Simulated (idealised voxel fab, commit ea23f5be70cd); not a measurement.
process module | voxel fin reveal
Square cells of 5 nm make up the cross-section cut, whose width is 285 nm.
Format of a cross-section: grid, square cells. Given as bands. Order: top down. Band: one or more rows of cells.
Band entry format. Leading values: height of top, height of bottom, nm. Remainder: materials in left-to-right order, each with its width in nm. Special words: "all across" on a single material, which then fills the band edge to edge; "blank", empty space.
Heights are expressed relative to 0, this being the level below which the as-received wafer comprises one material exclusively. The lowest band is unbounded in the downward direction and is denoted as in "0 nm and below".
Top row gets the first number, bottom row gets the second, and each row in between changes by the same step: that is how a band width like "30..40" works.
Reading "nothing changed" for a step: not a cell of the cross-section changed in it.
Voids not open to the top, 8 cells minimum: see "Tabulated closed voids". Written width x height at distance; distance is from the left edge; nm.
The remark found on a step's line after its settings is issued by the simulator itself and pertains to that step.
"overlay nm" answers the question of how far to the right of plan the mask lay on a step that has a mask, and when it is negative the answer is to the left.

# These are the steps we planned for the process
| 1 | RECEIVE | material Si |
| 2 | CONFORMAL_DEP | material SiN | thk nm 5 |
| 3 | DIRECTIONAL_DEP | material aC | thk nm 10 |
| 4 | PATTERN | tone cover | mask id FINS | material resist | width nm 15 | pitch nm 45 | thk nm 30 | overlay nm 0 |
| 5 | DIRECTIONAL_ETCH | etch materials aC | depth nm 10 |
| 6 | STRIP | etch materials resist |
| 7 | DIRECTIONAL_ETCH | etch materials SiN | depth nm 5 |
| 8 | DIRECTIONAL_ETCH | etch materials Si | depth nm 30 |
| 9 | STRIP | etch materials aC |
| 10 | FILL_DEP | material SiO2 | thk nm 15 |
| 11 | CMP | height nm 5 |
| 12 | SELECTIVE_ETCH | etch materials SiO2 | depth nm 20 |
| 13 | STRIP | etch materials SiN |
| 14 | CONFORMAL_DEP | material SiO2 | thk nm 5 |
Every wafer here starts from the same state; it is the step 8 depth nm that distinguishes them, and the value the plan gives belongs to the first wafer.

# As received, i.e. after step 1: cross-section through the first of several wafers
> 0 nm and below = Si all across
> Tabulated closed voids: none

# Depicted here is the first of several wafers in cross-section, at module completion following the last step, step 14
> 5 nm to 0 nm = blank 85 nm / SiO2 25 nm / blank 20 nm / SiO2 25 nm / blank 20 nm / SiO2 25 nm / blank 85 nm
> 0 nm to -10 nm = blank 85 nm / SiO2 5 nm / Si 15 nm / SiO2 5 nm / blank 20 nm / SiO2 5 nm / Si 15 nm / SiO2 5 nm / blank 20 nm / SiO2 5 nm / Si 15 nm / SiO2 5 nm / blank 85 nm
> -10 nm to -30 nm = SiO2 90 nm / Si 15 nm / SiO2 30 nm / Si 15 nm / SiO2 30 nm / Si 15 nm / SiO2 90 nm
> -30 nm and below = Si all across
> Tabulated closed voids: none

# Final wafer of several, shown in cross-section at the end of the module
> 5 nm to 0 nm = blank 85 nm / SiO2 25 nm / blank 20 nm / SiO2 25 nm / blank 20 nm / SiO2 25 nm / blank 85 nm
> 0 nm to -10 nm = blank 85 nm / SiO2 5 nm / Si 15 nm / SiO2 5 nm / blank 20 nm / SiO2 5 nm / Si 15 nm / SiO2 5 nm / blank 20 nm / SiO2 5 nm / Si 15 nm / SiO2 5 nm / blank 85 nm
> -10 nm to -55 nm = SiO2 90 nm / Si 15 nm / SiO2 30 nm / Si 15 nm / SiO2 30 nm / Si 15 nm / SiO2 90 nm
> -55 nm and below = Si all across
> Tabulated closed voids: none

# Below is a per-wafer table. In it, each row describes the wafer at the end of the module by giving, for each material, the number of cells gained (+) or lost (-) since the wafer was received, and after that the closed voids of the wafer
depth nm 30, -288 Si, +219 SiO2, Tabulated closed voids: none
depth nm 35, -336 Si, +267 SiO2, Tabulated closed voids: none
depth nm 40, -384 Si, +315 SiO2, Tabulated closed voids: none
depth nm 45, -432 Si, +363 SiO2, Tabulated closed voids: none
depth nm 50, -480 Si, +411 SiO2, Tabulated closed voids: none
depth nm 55, -528 Si, +459 SiO2, Tabulated closed voids: none
